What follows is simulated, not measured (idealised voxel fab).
The following is a process module called voxel self aligned vias.
cross-section cut | 295 nm wide | cells 5 nm
A cross-section is a grid of square cells, given in bands from the top down. A band is one or more rows of cells.
Top, bottom (nm), then materials left to right with widths (nm); lone material tagged "throughout" fills the whole band edge to edge; "empty" = empty space.
Measure heights from 0. That's the level where, below it, the as-received wafer is all one material. The lowest band is bottomless and extends downward; write it as in "top 0, no bottom".
Read "30 to 40" as a graded width: first number on top, second number at the bottom, same change between each pair of neighbouring rows.
No cell of the cross-section changed in a step that is given as "nothing got changed".
In "Catalogued sealed voids" the enclosed voids are listed, meaning empty spaces of 8 cells or larger without any opening to the top. The form is width x height at distance, distance from the left edge, units nm.
The remark found on a step's line after its settings is issued by the simulator itself and pertains to that step.
Steps that use a mask can have "overlay nm" on their line. It says how far the mask sat to the right of where it was meant to be. Negative means to the left.
**Process steps - plan**
1) RECEIVE [material Si]
2) CONFORMAL_DEP [material SiO2] [thk nm 10]
3) CONFORMAL_DEP [material SiCN] [thk nm 5]
4) DIRECTIONAL_DEP [material lowk] [thk nm 30]
5) DIRECTIONAL_DEP [material aC] [thk nm 10]
6) PATTERN [tone open] [mask id LINES] [material resist] [width nm 20] [pitch nm 55] [thk nm 25] [overlay nm 0]
7) DIRECTIONAL_ETCH [etch materials aC] [depth nm 10]
8) STRIP [etch materials resist]
9) DIRECTIONAL_ETCH [etch materials lowk] [depth nm 30]
10) STRIP [etch materials aC]
11) CONFORMAL_DEP [material TiN] [thk nm 5]
12) FILL_DEP [material Ru] [thk nm 5]
13) CMP [height nm 45]
14) SELECTIVE_ETCH [etch materials W Ru TiN] [depth nm 5]
15) FILL_DEP [material SiN] [thk nm 5]
16) CMP [height nm 45]
17) DIRECTIONAL_DEP [material lowk] [thk nm 15]
18) DIRECTIONAL_DEP [material aC] [thk nm 15]
19) PATTERN [tone open] [mask id VIAS] [material resist] [width nm 30] [thk nm 30] [overlay nm 0]
20) DIRECTIONAL_ETCH [etch materials aC] [depth nm 15]
21) STRIP [etch materials resist]
22) DIRECTIONAL_ETCH [etch materials lowk] [depth nm 15]
23) DIRECTIONAL_ETCH [etch materials SiN] [depth nm 5]
24) STRIP [etch materials aC]
25) CONFORMAL_DEP [material TiN] [thk nm 5]
26) FILL_DEP [material Cu] [thk nm 5]
27) CMP [height nm 60]
28) CONFORMAL_DEP [material SiN] [thk nm 5]
**Wafer cross-section on receipt, i.e. after step 1**
  top 0, no bottom = Si throughout
  Catalogued sealed voids: none
**Module complete - cross-section of the first of two wafers, run according to plan**
  top 65, bottom 60 = SiN throughout
  top 60, bottom 50 = lowk: 105 | TiN: 5 | Cu: 20 | TiN: 5 | lowk: 160
  top 50, bottom 45 = lowk: 105 | TiN: 10 | Cu: 10 | TiN: 10 | lowk: 160
  top 45, bottom 40 = lowk: 110 | TiN: 20 | lowk: 35 | SiN: 20 | lowk: 110
  top 40, bottom 20 = lowk: 110 | TiN: 5 | Ru: 10 | TiN: 5 | lowk: 35 | TiN: 5 | Ru: 10 | TiN: 5 | lowk: 110
  top 20, bottom 15 = lowk: 110 | TiN: 20 | lowk: 35 | TiN: 20 | lowk: 110
  top 15, bottom 10 = SiCN throughout
  top 10, bottom 0 = SiO2 throughout
  top 0, no bottom = Si throughout
  Catalogued sealed voids: none
**Cross-section, second wafer: same start as the first, same plan as the first, one mistake in running it; taken at the end of the module**
  top 65, bottom 60 = SiN throughout
  top 60, bottom 50 = lowk: 105 | TiN: 5 | Cu: 20 | TiN: 5 | lowk: 160
  top 50, bottom 45 = lowk: 105 | TiN: 10 | Cu: 10 | TiN: 10 | lowk: 160
  top 45, bottom 40 = lowk: 110 | TiN: 20 | lowk: 35 | SiN: 20 | lowk: 110
  top 40, bottom 20 = lowk: 110 | TiN: 5 | Ru: 10 | TiN: 5 | lowk: 35 | TiN: 5 | Ru: 10 | TiN: 5 | lowk: 110
  top 20, bottom 15 = lowk: 110 | TiN: 20 | lowk: 35 | TiN: 20 | lowk: 110
  top 15, bottom 10 = SiCN throughout
  top 10, bottom 0 = TiN throughout
  top 0, no bottom = Si throughout
  Catalogued sealed voids: none
Here's what went sideways: step 2 was not run as planned; what actually ran was CONFORMAL_DEP [material TiN] [thk nm 10]
Bottom line after processing is that, in cells, the second wafer is up or down on some materials versus the first: SiO2 -118 | TiN +118
